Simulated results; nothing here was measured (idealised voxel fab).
process module | voxel capacitor over wiring
cross-section cut | 230 nm wide | cells 5 nm
A cross-section is a grid of square cells, given in bands from the top down. A band is one or more rows of cells.
Each band's line starts with the height of the band's top and of its bottom, in nm. Then come its materials from left to right, each with its width in nm. One material with "throughout" fills the band from edge to edge. "air" is empty space.
Height 0 is the level under which the wafer as received is all one material. The lowest band goes on downwards, as in "0 down".
A width such as "30 to 40" changes by the same amount from each row of cells to the next, from the band's top row to its bottom row.
"no change" after a step means that no cell of the cross-section changed.
closed voids: empty space of 8 cells or more with no open way to the top, each as width x height at its distance from the left edge, in nm
after a step's settings: what the simulator itself notes on the step
overlay nm, on a step with a mask: how far to the right of its planned place the mask lay; to the left if negative
plan
1 op RECEIVE | material Si
2 op CONFORMAL_DEP | material SiO2 | thk nm 10
3 op CONFORMAL_DEP | material SiN | thk nm 5
4 op DIRECTIONAL_DEP | material lowk | thk nm 15
5 op PATTERN | tone open | mask id METAL_1 | material resist | width nm 20 | pitch nm 80 | thk nm 20 | overlay nm 0
6 op DIRECTIONAL_ETCH | etch materials lowk | depth nm 15
7 op DIRECTIONAL_ETCH | etch materials SiN | depth nm 5
8 op STRIP | etch materials resist
9 op CONFORMAL_DEP | material TiN | thk nm 5
10 op FILL_DEP | material W | thk nm 10
11 op CMP | height nm 30
12 op CONFORMAL_DEP | material SiCN | thk nm 5
13 op DIRECTIONAL_DEP | material SiO2 | thk nm 15
14 op MASKED_ETCH | tone open | mask id PLUG_1 | width nm 15 | etch materials SiO2 | depth nm 15 | overlay nm 0
15 op MASKED_ETCH | tone open | mask id PLUG_1 | width nm 15 | etch materials SiCN | depth nm 5 | overlay nm 0
16 op CONFORMAL_DEP | material TiN | thk nm 5
17 op FILL_DEP | material Ru | thk nm 10
18 op CMP | height nm 50
19 op DIRECTIONAL_DEP | material TiN | thk nm 5
20 op DIRECTIONAL_DEP | material Al2O3 | thk nm 5
21 op DIRECTIONAL_DEP | material TiN | thk nm 5
22 op MASKED_ETCH | tone cover | mask id UPPER_PLATE | width nm 65 | etch materials TiN | depth nm 5 | overlay nm 0
23 op MASKED_ETCH | tone cover | mask id UPPER_PLATE | width nm 65 | etch materials Al2O3 | depth nm 5 | overlay nm 0
24 op PATTERN | tone cover | mask id LOWER_PLATE | material resist | width nm 75 | thk nm 20 | overlay nm 0
25 op DIRECTIONAL_ETCH | etch materials TiN | depth nm 5
26 op STRIP | etch materials resist
27 op FILL_DEP | material SiO2 | thk nm 15
28 op CMP | height nm 75
29 op MASKED_ETCH | tone open | mask id PLUG_2 | width nm 15 | etch materials SiO2 | depth nm 10 | overlay nm 0
30 op CONFORMAL_DEP | material TiN | thk nm 5
31 op FILL_DEP | material Ru | thk nm 10
32 op CMP | height nm 75
33 op CONFORMAL_DEP | material SiN | thk nm 5
as received, after step 1
  0 down: Si throughout
  closed voids: none
a wafer at the end: this start, this plan, one mistake
  80 to 75: SiN throughout
  75 to 70: SiO2 80 | TiN 5 | Ru 5 | TiN 5 | SiO2 135
  70 to 60: SiO2 80 to 70 | TiN 15 to 65 | SiO2 135 to 95
  60 to 55: SiO2 70 | Al2O3 65 | SiO2 95
  55 to 50: SiO2 65 | TiN 75 | SiO2 90
  50 to 45: SiCN 70 | TiN 15 | SiCN 145
  45 to 30: SiO2 throughout
  30 to 15: lowk 65 | TiN 5 | W 10 | TiN 5 | lowk 60 | TiN 5 | W 10 | TiN 5 | lowk 65
  15 to 10: SiN 65 | TiN 20 | SiN 60 | TiN 20 | SiN 65
  10 to 0: SiO2 throughout
  0 down: Si throughout
  closed voids: none
what went wrong: steps 12 and 13 were swapped
